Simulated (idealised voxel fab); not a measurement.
Proc. module: voxel wiring stack
FYI the section here is cut, 260 nm wide, cells are 5 nm squares.
A cross-section is written here as square cells arranged in a grid, and it is given in bands from the top down, each band taking up one or more rows of cells. This entry defines a band. It first specifies the height of the band's top and the height of its bottom in nm, and then specifies the band's materials from left to right, stating each material with its width in nm. The word "throughout" identifies a single material that fills the band from edge to edge, while the word "empty" identifies empty space. For the purposes of this specification, 0 denotes the height below which the wafer in its as-received condition is composed wholly of one material, and the lowermost band, lacking a lower limit, extends downward without end, as expressed in "0 down". Width: "30 to 40" (first number = top row, second number = bottom row, same change from row to row of cells). The cross-section has no changed cell in any step marked "no alteration". "Trapped cavities": empty spaces of 8 cells or more with no open way to the top, each given as width x height at distance, distance from the left edge, all in nm. That trailing text on a step's line, after the settings, is the simulator's own remark on the step. Regarding "overlay nm": on a step with a mask, it is the distance the mask lay to the right of its planned place; a negative value places it to the left.
Process steps foreseen in the plan
1,RECEIVE: material Si
2,CONFORMAL_DEP: material SiO2, thk nm 10
3,CONFORMAL_DEP: material SiCN, thk nm 5
4,DIRECTIONAL_DEP: material SiO2, thk nm 15
5,PATTERN: tone open, mask id METAL_1, material resist, width nm 30, pitch nm 55, thk nm 20, overlay nm 0
6,DIRECTIONAL_ETCH: etch materials SiO2, depth nm 15
7,DIRECTIONAL_ETCH: etch materials SiCN, depth nm 5
8,STRIP: etch materials resist
9,CONFORMAL_DEP: material TiN, thk nm 5
10,FILL_DEP: material Cu, thk nm 5
11,CMP: height nm 30
12,CONFORMAL_DEP: material SiCN, thk nm 5
13,DIRECTIONAL_DEP: material SiO2, thk nm 20
14,MASKED_ETCH: tone open, mask id PLUG_1, width nm 15, pitch nm 55, etch materials SiO2, depth nm 20, overlay nm 0
15,MASKED_ETCH: tone open, mask id PLUG_1, width nm 15, pitch nm 55, etch materials SiCN, depth nm 5, overlay nm 0
16,EPI: material Ru, thk nm 10
17,EPI: material Ru, thk nm 10
18,EPI: material Ru, thk nm 5
19,CONFORMAL_DEP: material SiCN, thk nm 5
20,DIRECTIONAL_DEP: material lowk, thk nm 20
21,PATTERN: tone open, mask id METAL_2, material resist, width nm 30, pitch nm 55, thk nm 20, overlay nm 0
22,DIRECTIONAL_ETCH: etch materials lowk, depth nm 20
23,DIRECTIONAL_ETCH: etch materials SiCN, depth nm 5
24,STRIP: etch materials resist
25,CONFORMAL_DEP: material TiN, thk nm 5
26,FILL_DEP: material Cu, thk nm 10
27,CMP: height nm 80
28,CONFORMAL_DEP: material SiCN, thk nm 5
29,DIRECTIONAL_DEP: material lowk, thk nm 30
30,MASKED_ETCH: tone open, mask id METAL_3_HOLES, width nm 15, pitch nm 55, etch materials lowk, depth nm 30, overlay nm 0
31,MASKED_ETCH: tone open, mask id METAL_3, width nm 30, pitch nm 55, etch materials lowk, depth nm 20, overlay nm 0
32,MASKED_ETCH: tone open, mask id METAL_3, width nm 30, pitch nm 55, etch materials SiCN, depth nm 5, overlay nm 0
33,CONFORMAL_DEP: material TiN, thk nm 5
34,FILL_DEP: material Cu, thk nm 5
35,CMP: height nm 115
36,CONFORMAL_DEP: material SiCN, thk nm 5
37,DIRECTIONAL_DEP: material lowk, thk nm 10
38,DIRECTIONAL_DEP: material aC, thk nm 10
39,PATTERN: tone open, mask id PLUG_3, material resist, width nm 15, thk nm 25, overlay nm 0
40,DIRECTIONAL_ETCH: etch materials aC, depth nm 10
41,STRIP: etch materials resist
42,DIRECTIONAL_ETCH: etch materials lowk, depth nm 10
43,DIRECTIONAL_ETCH: etch materials SiCN, depth nm 5
44,STRIP: etch materials aC
45,CONFORMAL_DEP: material TiN, thk nm 5
46,FILL_DEP: material W, thk nm 10
47,CMP: height nm 130
48,CONFORMAL_DEP: material SiN, thk nm 5
49,DIRECTIONAL_DEP: material lowk, thk nm 25
50,MASKED_ETCH: tone open, mask id METAL_4, width nm 30, pitch nm 55, etch materials lowk, depth nm 25, overlay nm 0
51,MASKED_ETCH: tone open, mask id METAL_4, width nm 30, pitch nm 55, etch materials SiN, depth nm 5, overlay nm 0
52,CONFORMAL_DEP: material TiN, thk nm 5
53,FILL_DEP: material Cu, thk nm 5
54,CMP: height nm 160
55,EPI: material Ru, thk nm 5
56,FILL_DEP: material SiCN, thk nm 5
Cross-section of the wafer at receipt, which is the condition after step 1
* 0 down  Si throughout
* Trapped cavities: none
Result of the module, cross-sectioned: start per above, plan per above, one error in how it was run
* 170 to 165  SiCN throughout
* 165 to 160  Ru: 90 | SiCN: 20 | Ru: 35 | SiCN: 20 | Ru: 95
* 160 to 140  Cu: 80 | TiN: 5 | lowk: 30 | TiN: 5 | Cu: 15 | TiN: 5 | lowk: 30 | TiN: 5 | Cu: 85
* 140 to 135  TiN: 85 | lowk: 30 | TiN: 25 | lowk: 30 | TiN: 90
* 135 to 130  SiN throughout
* 130 to 120  lowk: 85 | TiN: 5 | W: 5 | TiN: 5 | lowk: 160
* 120 to 115  SiCN: 85 | TiN: 15 | SiCN: 160
* 115 to 100  lowk: 85 | TiN: 5 | Cu: 20 | TiN: 5 | lowk: 25 | TiN: 5 | Cu: 20 | TiN: 5 | lowk: 90
* 100 to 95  lowk: 85 | TiN: 5 | Cu: 5 | TiN: 20 | lowk: 25 | TiN: 5 | Cu: 5 | TiN: 20 | lowk: 90
* 95 to 85  lowk: 85 | TiN: 5 | Cu: 5 | TiN: 5 | lowk: 40 | TiN: 5 | Cu: 5 | TiN: 5 | lowk: 105
* 85 to 80  SiCN: 85 | TiN: 15 | SiCN: 40 | TiN: 15 | SiCN: 105
* 80 to 60  lowk: 85 | TiN: 5 | Cu: 20 | TiN: 5 | lowk: 25 | TiN: 5 | Cu: 20 | TiN: 5 | lowk: 90
* 60 to 55  SiCN: 85 | TiN: 30 | SiCN: 25 | TiN: 30 | SiCN: 90
* 55 to 35  SiO2: 85 | Ru: 15 | SiO2: 40 | Ru: 15 | SiO2: 105
* 35 to 30  SiCN: 85 | Ru: 15 | SiCN: 40 | Ru: 15 | SiCN: 105
* 30 to 15  SiO2: 85 | TiN: 5 | Cu: 20 | TiN: 5 | SiO2: 25 | TiN: 5 | Cu: 20 | TiN: 5 | SiO2: 90
* 15 to 10  SiCN: 85 | TiN: 30 | SiCN: 25 | TiN: 30 | SiCN: 90
* 10 to 0  SiO2 throughout
* 0 down  Si throughout
* Trapped cavities: none
Error vs. plan: for step 50, the planned setting was not used; the step was instead run as MASKED_ETCH: tone cover, mask id METAL_4, width nm 30, pitch nm 55, etch materials lowk, depth nm 25, overlay nm 0
